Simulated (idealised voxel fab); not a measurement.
Title: Process Module voxel capacitor over wiring
FYI the section here is cut, 190 nm wide, cells are 5 nm squares.
Cross-section spec: square-cell grid; bands listed top down; each band is one or more rows. The band entry comprises the height of the band's top followed by the height of its bottom, expressed in nm, and subsequently the band's materials from left to right, each stated together with its width in nm. Where a single material is marked with the word "everywhere", that material fills the band from edge to edge. The word "empty" represents empty space. It should be noted that heights are counted from 0, beneath which the wafer as supplied is of one material throughout, and that the lowest band possesses no lower boundary but continues downward, as written in "top 0, no bottom". So if you see something like "30->40" for the width, read it as the top row of the band sitting at the first number and the bottom row at the second, with every row in between moving by the same amount as the last. "no change occurred" -> step changed no cross-section cell. Basically, "Trapped voids" tells you about the enclosed voids: empty spaces with no open way to the top, 8 cells or bigger, each written width x height at distance, where distance is from the left edge, all in nm. Formally, on a step line, whatever follows the settings is a remark that the simulator itself makes on the step. When a step includes a mask, the "overlay nm" setting on its line states how far to the right of its planned place that mask lay, and negative values state how far to the left.
Steps in the process plan:
| 1 | RECEIVE with material Si |
| 2 | CONFORMAL_DEP with material SiO2, thk nm 15 |
| 3 | DIRECTIONAL_DEP with material TiN, thk nm 5 |
| 4 | DIRECTIONAL_DEP with material Ru, thk nm 20 |
| 5 | PATTERN with tone cover, mask id METAL_1, material resist, width nm 25, pitch nm 95, thk nm 20, overlay nm 0 |
| 6 | DIRECTIONAL_ETCH with etch materials Ru, depth nm 20 |
| 7 | DIRECTIONAL_ETCH with etch materials TiN, depth nm 5 |
| 8 | STRIP with etch materials resist |
| 9 | CONFORMAL_DEP with material SiN, thk nm 5 |
| 10 | FILL_DEP with material SiO2, thk nm 5 |
| 11 | CMP with height nm 40 |
| 12 | CONFORMAL_DEP with material SiCN, thk nm 5 |
| 13 | DIRECTIONAL_DEP with material SiO2, thk nm 15 |
| 14 | DIRECTIONAL_DEP with material aC, thk nm 15 |
| 15 | PATTERN with tone open, mask id PLUG_1, material resist, width nm 15, thk nm 30, overlay nm 0 |
| 16 | DIRECTIONAL_ETCH with etch materials aC, depth nm 15 |
| 17 | STRIP with etch materials resist |
| 18 | DIRECTIONAL_ETCH with etch materials SiO2, depth nm 15 |
| 19 | DIRECTIONAL_ETCH with etch materials SiCN, depth nm 5 |
| 20 | STRIP with etch materials aC |
| 21 | CONFORMAL_DEP with material TiN, thk nm 5 |
| 22 | FILL_DEP with material W, thk nm 5 |
| 23 | CMP with height nm 60 |
| 24 | DIRECTIONAL_DEP with material TiN, thk nm 10 |
| 25 | DIRECTIONAL_DEP with material HfO2, thk nm 5 |
| 26 | DIRECTIONAL_DEP with material TiN, thk nm 10 |
| 27 | PATTERN with tone cover, mask id UPPER_PLATE, material resist, width nm 75, thk nm 15, overlay nm 0 |
| 28 | DIRECTIONAL_ETCH with etch materials TiN, depth nm 10 |
| 29 | DIRECTIONAL_ETCH with etch materials HfO2, depth nm 5 |
| 30 | STRIP with etch materials resist |
| 31 | PATTERN with tone cover, mask id LOWER_PLATE, material resist, width nm 85, thk nm 15, overlay nm 0 |
| 32 | DIRECTIONAL_ETCH with etch materials TiN, depth nm 10 |
| 33 | STRIP with etch materials resist |
| 34 | FILL_DEP with material SiO2, thk nm 20 |
| 35 | CMP with height nm 100 |
| 36 | DIRECTIONAL_DEP with material aC, thk nm 15 |
| 37 | PATTERN with tone open, mask id PLUG_2, material resist, width nm 15, thk nm 30, overlay nm 0 |
| 38 | DIRECTIONAL_ETCH with etch materials aC, depth nm 15 |
| 39 | STRIP with etch materials resist |
| 40 | DIRECTIONAL_ETCH with etch materials SiO2, depth nm 15 |
| 41 | STRIP with etch materials aC |
| 42 | CONFORMAL_DEP with material TiN, thk nm 5 |
| 43 | FILL_DEP with material Cu, thk nm 10 |
| 44 | CMP with height nm 100 |
| 45 | CONFORMAL_DEP with material SiCN, thk nm 5 |
First wafer out of two, processed as planned:
Cross-section of the incoming wafer, state after step 1:
> top 0, no bottom | Si everywhere
> Trapped voids: none
The following cross-section depicts the wafer upon completion of step 2:
> top 15, bottom 0 | SiO2 everywhere
> Unchanged below 0.
The following cross-section depicts the wafer upon completion of step 3:
> top 20, bottom 15 | TiN everywhere
> Unchanged below 15.
The following cross-section depicts the wafer upon completion of step 4:
> top 40, bottom 20 | Ru everywhere
> Unchanged below 20.
The following cross-section depicts the wafer upon completion of step 5:
> top 60, bottom 40 | empty=35 | resist=25 | empty=70 | resist=25 | empty=35
> Unchanged below 40.
The following cross-section depicts the wafer upon completion of step 6:
> top 60, bottom 40 | empty=35 | resist=25 | empty=70 | resist=25 | empty=35
> top 40, bottom 20 | empty=35 | Ru=25 | empty=70 | Ru=25 | empty=35
> Unchanged below 20.
The following cross-section depicts the wafer upon completion of step 7:
> top 60, bottom 40 | empty=35 | resist=25 | empty=70 | resist=25 | empty=35
> top 40, bottom 20 | empty=35 | Ru=25 | empty=70 | Ru=25 | empty=35
> top 20, bottom 15 | empty=35 | TiN=25 | empty=70 | TiN=25 | empty=35
> Unchanged below 15.
The following cross-section depicts the wafer upon completion of step 8:
> top 40, bottom 20 | empty=35 | Ru=25 | empty=70 | Ru=25 | empty=35
> Unchanged below 20.
The following cross-section depicts the wafer upon completion of step 9:
> top 45, bottom 40 | empty=30 | SiN=35 | empty=60 | SiN=35 | empty=30
> top 40, bottom 20 | empty=30 | SiN=5 | Ru=25 | SiN=5 | empty=60 | SiN=5 | Ru=25 | SiN=5 | empty=30
> top 20, bottom 15 | SiN=35 | TiN=25 | SiN=70 | TiN=25 | SiN=35
> Unchanged below 15.
The following cross-section depicts the wafer upon completion of step 10:
> top 50, bottom 45 | SiO2 everywhere
> top 45, bottom 40 | SiO2=30 | SiN=35 | SiO2=60 | SiN=35 | SiO2=30
> top 40, bottom 20 | SiO2=30 | SiN=5 | Ru=25 | SiN=5 | SiO2=60 | SiN=5 | Ru=25 | SiN=5 | SiO2=30
> Unchanged below 20.
The following cross-section depicts the wafer upon completion of step 11:
> top 40, bottom 20 | SiO2=30 | SiN=5 | Ru=25 | SiN=5 | SiO2=60 | SiN=5 | Ru=25 | SiN=5 | SiO2=30
> Unchanged below 20.
The following cross-section depicts the wafer upon completion of step 12:
> top 45, bottom 40 | SiCN everywhere
> Unchanged below 40.
The following cross-section depicts the wafer upon completion of step 13:
> top 60, bottom 45 | SiO2 everywhere
> Unchanged below 45.
The following cross-section depicts the wafer upon completion of step 14:
> top 75, bottom 60 | aC everywhere
> Unchanged below 60.
The following cross-section depicts the wafer upon completion of step 15:
> top 105, bottom 75 | resist=45 | empty=15 | resist=130
> Unchanged below 75.
The following cross-section depicts the wafer upon completion of step 16:
> top 90, bottom 75 | resist=45 | empty=15 | resist=130
> top 75, bottom 60 | aC=45 | empty=15 | aC=130
> Unchanged below 60.
The following cross-section depicts the wafer upon completion of step 17:
> top 75, bottom 60 | aC=45 | empty=15 | aC=130
> Unchanged below 60.
The following cross-section depicts the wafer upon completion of step 18:
> top 75, bottom 60 | aC=45 | empty=15 | aC=130
> top 60, bottom 45 | SiO2=45 | empty=15 | SiO2=130
> Unchanged below 45.
The following cross-section depicts the wafer upon completion of step 19:
> top 75, bottom 60 | aC=45 | empty=15 | aC=130
> top 60, bottom 45 | SiO2=45 | empty=15 | SiO2=130
> top 45, bottom 40 | SiCN=45 | empty=15 | SiCN=130
> Unchanged below 40.
The following cross-section depicts the wafer upon completion of step 20:
> top 60, bottom 45 | SiO2=45 | empty=15 | SiO2=130
> Unchanged below 45.
The following cross-section depicts the wafer upon completion of step 21:
> top 65, bottom 60 | TiN=50 | empty=5 | TiN=135
> top 60, bottom 45 | SiO2=45 | TiN=5 | empty=5 | TiN=5 | SiO2=130
> top 45, bottom 40 | SiCN=45 | TiN=15 | SiCN=130
> Unchanged below 40.
The following cross-section depicts the wafer upon completion of step 22:
> top 70, bottom 65 | W everywhere
> top 65, bottom 60 | TiN=50 | W=5 | TiN=135
> top 60, bottom 45 | SiO2=45 | TiN=5 | W=5 | TiN=5 | SiO2=130
> Unchanged below 45.
The following cross-section depicts the wafer upon completion of step 23:
> top 60, bottom 45 | SiO2=45 | TiN=5 | W=5 | TiN=5 | SiO2=130
> Unchanged below 45.
The following cross-section depicts the wafer upon completion of step 24:
> top 70, bottom 60 | TiN everywhere
> Unchanged below 60.
The following cross-section depicts the wafer upon completion of step 25:
> top 75, bottom 70 | HfO2 everywhere
> Unchanged below 70.
The following cross-section depicts the wafer upon completion of step 26:
> top 85, bottom 75 | TiN everywhere
> Unchanged below 75.
The following cross-section depicts the wafer upon completion of step 27:
> top 100, bottom 85 | empty=45 | resist=75 | empty=70
> Unchanged below 85.
The following cross-section depicts the wafer upon completion of step 28:
> top 100, bottom 85 | empty=45 | resist=75 | empty=70
> top 85, bottom 75 | empty=45 | TiN=75 | empty=70
> Unchanged below 75.
The following cross-section depicts the wafer upon completion of step 29:
> top 100, bottom 85 | empty=45 | resist=75 | empty=70
> top 85, bottom 75 | empty=45 | TiN=75 | empty=70
> top 75, bottom 70 | empty=45 | HfO2=75 | empty=70
> Unchanged below 70.
The following cross-section depicts the wafer upon completion of step 30:
> top 85, bottom 75 | empty=45 | TiN=75 | empty=70
> Unchanged below 75.
The following cross-section depicts the wafer upon completion of step 31:
> top 100, bottom 85 | empty=40 | resist=85 | empty=65
> top 85, bottom 75 | empty=40 | resist=5 | TiN=75 | resist=5 | empty=65
> top 75, bottom 70 | empty=40 | resist=5 | HfO2=75 | resist=5 | empty=65
> Unchanged below 70.
The following cross-section depicts the wafer upon completion of step 32:
> top 100, bottom 85 | empty=40 | resist=85 | empty=65
> top 85, bottom 75 | empty=40 | resist=5 | TiN=75 | resist=5 | empty=65
> top 75, bottom 70 | empty=40 | resist=5 | HfO2=75 | resist=5 | empty=65
> top 70, bottom 60 | empty=40 | TiN=85 | empty=65
> Unchanged below 60.
The following cross-section depicts the wafer upon completion of step 33:
> top 85, bottom 75 | empty=45 | TiN=75 | empty=70
> top 75, bottom 70 | empty=45 | HfO2=75 | empty=70
> Unchanged below 70.
The following cross-section depicts the wafer upon completion of step 34:
> top 105, bottom 85 | SiO2 everywhere
> top 85, bottom 75 | SiO2=45 | TiN=75 | SiO2=70
> top 75, bottom 70 | SiO2=45 | HfO2=75 | SiO2=70
> top 70, bottom 60 | SiO2=40 | TiN=85 | SiO2=65
> Unchanged below 60.
The following cross-section depicts the wafer upon completion of step 35:
> top 100, bottom 85 | SiO2 everywhere
> Unchanged below 85.
The following cross-section depicts the wafer upon completion of step 36:
> top 115, bottom 100 | aC everywhere
> Unchanged below 100.
The following cross-section depicts the wafer upon completion of step 37:
> top 145, bottom 115 | resist=55 | empty=15 | resist=120
> Unchanged below 115.
The following cross-section depicts the wafer upon completion of step 38:
> top 130, bottom 115 | resist=55 | empty=15 | resist=120
> top 115, bottom 100 | aC=55 | empty=15 | aC=120
> Unchanged below 100.
The following cross-section depicts the wafer upon completion of step 39:
> top 115, bottom 100 | aC=55 | empty=15 | aC=120
> Unchanged below 100.
The following cross-section depicts the wafer upon completion of step 40:
> top 115, bottom 100 | aC=55 | empty=15 | aC=120
> top 100, bottom 85 | SiO2=55 | empty=15 | SiO2=120
> Unchanged below 85.
The following cross-section depicts the wafer upon completion of step 41:
> top 100, bottom 85 | SiO2=55 | empty=15 | SiO2=120
> Unchanged below 85.
The following cross-section depicts the wafer upon completion of step 42:
> top 105, bottom 100 | TiN=60 | empty=5 | TiN=125
> top 100, bottom 90 | SiO2=55 | TiN=5 | empty=5 | TiN=5 | SiO2=120
> top 90, bottom 85 | SiO2=55 | TiN=15 | SiO2=120
> Unchanged below 85.
The following cross-section depicts the wafer upon completion of step 43:
> top 115, bottom 105 | Cu everywhere
> top 105, bottom 100 | TiN=60 | Cu=5 | TiN=125
> top 100, bottom 90 | SiO2=55 | TiN=5 | Cu=5 | TiN=5 | SiO2=120
> Unchanged below 90.
The following cross-section depicts the wafer upon completion of step 44:
> top 100, bottom 90 | SiO2=55 | TiN=5 | Cu=5 | TiN=5 | SiO2=120
> Unchanged below 90.
The following cross-section depicts the wafer upon completion of step 45:
> top 105, bottom 100 | SiCN everywhere
> Unchanged below 100.
Second Wafer (Identical Start and Plan, One Processing Error; Matches First Wafer Through Step 1):
Here is the second wafer in cross-section at the point where step 2 of the plan should have been done:
> top 30, bottom 0 | SiO2 everywhere
> Unchanged below 0.
Here is the second wafer in cross-section at the point where step 3 of the plan should have been done:
> top 35, bottom 30 | TiN everywhere
> Unchanged below 30.
Here is the second wafer in cross-section at the point where step 4 of the plan should have been done:
> top 55, bottom 35 | Ru everywhere
> Unchanged below 35.
Here is the second wafer in cross-section at the point where step 5 of the plan should have been done:
> top 75, bottom 55 | empty=35 | resist=25 | empty=70 | resist=25 | empty=35
> Unchanged below 55.
Here is the second wafer in cross-section at the point where step 6 of the plan should have been done:
> top 75, bottom 55 | empty=35 | resist=25 | empty=70 | resist=25 | empty=35
> top 55, bottom 35 | empty=35 | Ru=25 | empty=70 | Ru=25 | empty=35
> Unchanged below 35.
Here is the second wafer in cross-section at the point where step 7 of the plan should have been done:
> top 75, bottom 55 | empty=35 | resist=25 | empty=70 | resist=25 | empty=35
> top 55, bottom 35 | empty=35 | Ru=25 | empty=70 | Ru=25 | empty=35
> top 35, bottom 30 | empty=35 | TiN=25 | empty=70 | TiN=25 | empty=35
> Unchanged below 30.
Here is the second wafer in cross-section at the point where step 8 of the plan should have been done:
> top 55, bottom 35 | empty=35 | Ru=25 | empty=70 | Ru=25 | empty=35
> Unchanged below 35.
Here is the second wafer in cross-section at the point where step 9 of the plan should have been done:
> top 60, bottom 55 | empty=30 | SiN=35 | empty=60 | SiN=35 | empty=30
> top 55, bottom 35 | empty=30 | SiN=5 | Ru=25 | SiN=5 | empty=60 | SiN=5 | Ru=25 | SiN=5 | empty=30
> top 35, bottom 30 | SiN=35 | TiN=25 | SiN=70 | TiN=25 | SiN=35
> Unchanged below 30.
Here is the second wafer in cross-section at the point where step 10 of the plan should have been done:
> top 65, bottom 60 | SiO2 everywhere
> top 60, bottom 55 | SiO2=30 | SiN=35 | SiO2=60 | SiN=35 | SiO2=30
> top 55, bottom 35 | SiO2=30 | SiN=5 | Ru=25 | SiN=5 | SiO2=60 | SiN=5 | Ru=25 | SiN=5 | SiO2=30
> Unchanged below 35.
Here is the second wafer in cross-section at the point where step 11 of the plan should have been done:
> top 40, bottom 35 | SiO2=30 | SiN=5 | Ru=25 | SiN=5 | SiO2=60 | SiN=5 | Ru=25 | SiN=5 | SiO2=30
> Unchanged below 35.
Here is the second wafer in cross-section at the point where step 12 of the plan should have been done:
> top 45, bottom 40 | SiCN everywhere
> Unchanged below 40.
Here is the second wafer in cross-section at the point where step 13 of the plan should have been done:
> top 60, bottom 45 | SiO2 everywhere
> Unchanged below 45.
Here is the second wafer in cross-section at the point where step 14 of the plan should have been done:
> top 75, bottom 60 | aC everywhere
> Unchanged below 60.
Here is the second wafer in cross-section at the point where step 15 of the plan should have been done:
> top 105, bottom 75 | resist=45 | empty=15 | resist=130
> Unchanged below 75.
Here is the second wafer in cross-section at the point where step 16 of the plan should have been done:
> top 90, bottom 75 | resist=45 | empty=15 | resist=130
> top 75, bottom 60 | aC=45 | empty=15 | aC=130
> Unchanged below 60.
Here is the second wafer in cross-section at the point where step 17 of the plan should have been done:
> top 75, bottom 60 | aC=45 | empty=15 | aC=130
> Unchanged below 60.
Here is the second wafer in cross-section at the point where step 18 of the plan should have been done:
> top 75, bottom 60 | aC=45 | empty=15 | aC=130
> top 60, bottom 45 | SiO2=45 | empty=15 | SiO2=130
> Unchanged below 45.
Here is the second wafer in cross-section at the point where step 19 of the plan should have been done:
> top 75, bottom 60 | aC=45 | empty=15 | aC=130
> top 60, bottom 45 | SiO2=45 | empty=15 | SiO2=130
> top 45, bottom 40 | SiCN=45 | empty=15 | SiCN=130
> Unchanged below 40.
Here is the second wafer in cross-section at the point where step 20 of the plan should have been done:
> top 60, bottom 45 | SiO2=45 | empty=15 | SiO2=130
> Unchanged below 45.
Here is the second wafer in cross-section at the point where step 21 of the plan should have been done:
> top 65, bottom 60 | TiN=50 | empty=5 | TiN=135
> top 60, bottom 45 | SiO2=45 | TiN=5 | empty=5 | TiN=5 | SiO2=130
> top 45, bottom 40 | SiCN=45 | TiN=15 | SiCN=130
> Unchanged below 40.
Here is the second wafer in cross-section at the point where step 22 of the plan should have been done:
> top 70, bottom 65 | W everywhere
> top 65, bottom 60 | TiN=50 | W=5 | TiN=135
> top 60, bottom 45 | SiO2=45 | TiN=5 | W=5 | TiN=5 | SiO2=130
> Unchanged below 45.
Here is the second wafer in cross-section at the point where step 23 of the plan should have been done:
> top 60, bottom 45 | SiO2=45 | TiN=5 | W=5 | TiN=5 | SiO2=130
> Unchanged below 45.
Here is the second wafer in cross-section at the point where step 24 of the plan should have been done:
> top 70, bottom 60 | TiN everywhere
> Unchanged below 60.
Here is the second wafer in cross-section at the point where step 25 of the plan should have been done:
> top 75, bottom 70 | HfO2 everywhere
> Unchanged below 70.
Here is the second wafer in cross-section at the point where step 26 of the plan should have been done:
> top 85, bottom 75 | TiN everywhere
> Unchanged below 75.
Here is the second wafer in cross-section at the point where step 27 of the plan should have been done:
> top 100, bottom 85 | empty=45 | resist=75 | empty=70
> Unchanged below 85.
Here is the second wafer in cross-section at the point where step 28 of the plan should have been done:
> top 100, bottom 85 | empty=45 | resist=75 | empty=70
> top 85, bottom 75 | empty=45 | TiN=75 | empty=70
> Unchanged below 75.
Here is the second wafer in cross-section at the point where step 29 of the plan should have been done:
> top 100, bottom 85 | empty=45 | resist=75 | empty=70
> top 85, bottom 75 | empty=45 | TiN=75 | empty=70
> top 75, bottom 70 | empty=45 | HfO2=75 | empty=70
> Unchanged below 70.
Here is the second wafer in cross-section at the point where step 30 of the plan should have been done:
> top 85, bottom 75 | empty=45 | TiN=75 | empty=70
> Unchanged below 75.
Here is the second wafer in cross-section at the point where step 31 of the plan should have been done:
> top 100, bottom 85 | empty=40 | resist=85 | empty=65
> top 85, bottom 75 | empty=40 | resist=5 | TiN=75 | resist=5 | empty=65
> top 75, bottom 70 | empty=40 | resist=5 | HfO2=75 | resist=5 | empty=65
> Unchanged below 70.
Here is the second wafer in cross-section at the point where step 32 of the plan should have been done:
> top 100, bottom 85 | empty=40 | resist=85 | empty=65
> top 85, bottom 75 | empty=40 | resist=5 | TiN=75 | resist=5 | empty=65
> top 75, bottom 70 | empty=40 | resist=5 | HfO2=75 | resist=5 | empty=65
> top 70, bottom 60 | empty=40 | TiN=85 | empty=65
> Unchanged below 60.
Here is the second wafer in cross-section at the point where step 33 of the plan should have been done:
> top 85, bottom 75 | empty=45 | TiN=75 | empty=70
> top 75, bottom 70 | empty=45 | HfO2=75 | empty=70
> Unchanged below 70.
Here is the second wafer in cross-section at the point where step 34 of the plan should have been done:
> top 105, bottom 85 | SiO2 everywhere
> top 85, bottom 75 | SiO2=45 | TiN=75 | SiO2=70
> top 75, bottom 70 | SiO2=45 | HfO2=75 | SiO2=70
> top 70, bottom 60 | SiO2=40 | TiN=85 | SiO2=65
> Unchanged below 60.
Here is the second wafer in cross-section at the point where step 35 of the plan should have been done:
> top 100, bottom 85 | SiO2 everywhere
> Unchanged below 85.
Here is the second wafer in cross-section at the point where step 36 of the plan should have been done:
> top 115, bottom 100 | aC everywhere
> Unchanged below 100.
Here is the second wafer in cross-section at the point where step 37 of the plan should have been done:
> top 145, bottom 115 | resist=55 | empty=15 | resist=120
> Unchanged below 115.
Here is the second wafer in cross-section at the point where step 38 of the plan should have been done:
> top 130, bottom 115 | resist=55 | empty=15 | resist=120
> top 115, bottom 100 | aC=55 | empty=15 | aC=120
> Unchanged below 100.
Here is the second wafer in cross-section at the point where step 39 of the plan should have been done:
> top 115, bottom 100 | aC=55 | empty=15 | aC=120
> Unchanged below 100.
Here is the second wafer in cross-section at the point where step 40 of the plan should have been done:
> top 115, bottom 100 | aC=55 | empty=15 | aC=120
> top 100, bottom 85 | SiO2=55 | empty=15 | SiO2=120
> Unchanged below 85.
Here is the second wafer in cross-section at the point where step 41 of the plan should have been done:
> top 100, bottom 85 | SiO2=55 | empty=15 | SiO2=120
> Unchanged below 85.
Here is the second wafer in cross-section at the point where step 42 of the plan should have been done:
> top 105, bottom 100 | TiN=60 | empty=5 | TiN=125
> top 100, bottom 90 | SiO2=55 | TiN=5 | empty=5 | TiN=5 | SiO2=120
> top 90, bottom 85 | SiO2=55 | TiN=15 | SiO2=120
> Unchanged below 85.
Here is the second wafer in cross-section at the point where step 43 of the plan should have been done:
> top 115, bottom 105 | Cu everywhere
> top 105, bottom 100 | TiN=60 | Cu=5 | TiN=125
> top 100, bottom 90 | SiO2=55 | TiN=5 | Cu=5 | TiN=5 | SiO2=120
> Unchanged below 90.
Here is the second wafer in cross-section at the point where step 44 of the plan should have been done:
> top 100, bottom 90 | SiO2=55 | TiN=5 | Cu=5 | TiN=5 | SiO2=120
> Unchanged below 90.
Here is the second wafer in cross-section at the point where step 45 of the plan should have been done:
> top 105, bottom 100 | SiCN everywhere
> Unchanged below 100.
What broke from the plan during processing? step 2 of the plan was executed twice over
Wafer comparison, final, in cells, second relative to first, materials more or fewer: -30 Ru, -12 SiN, +42 SiO2
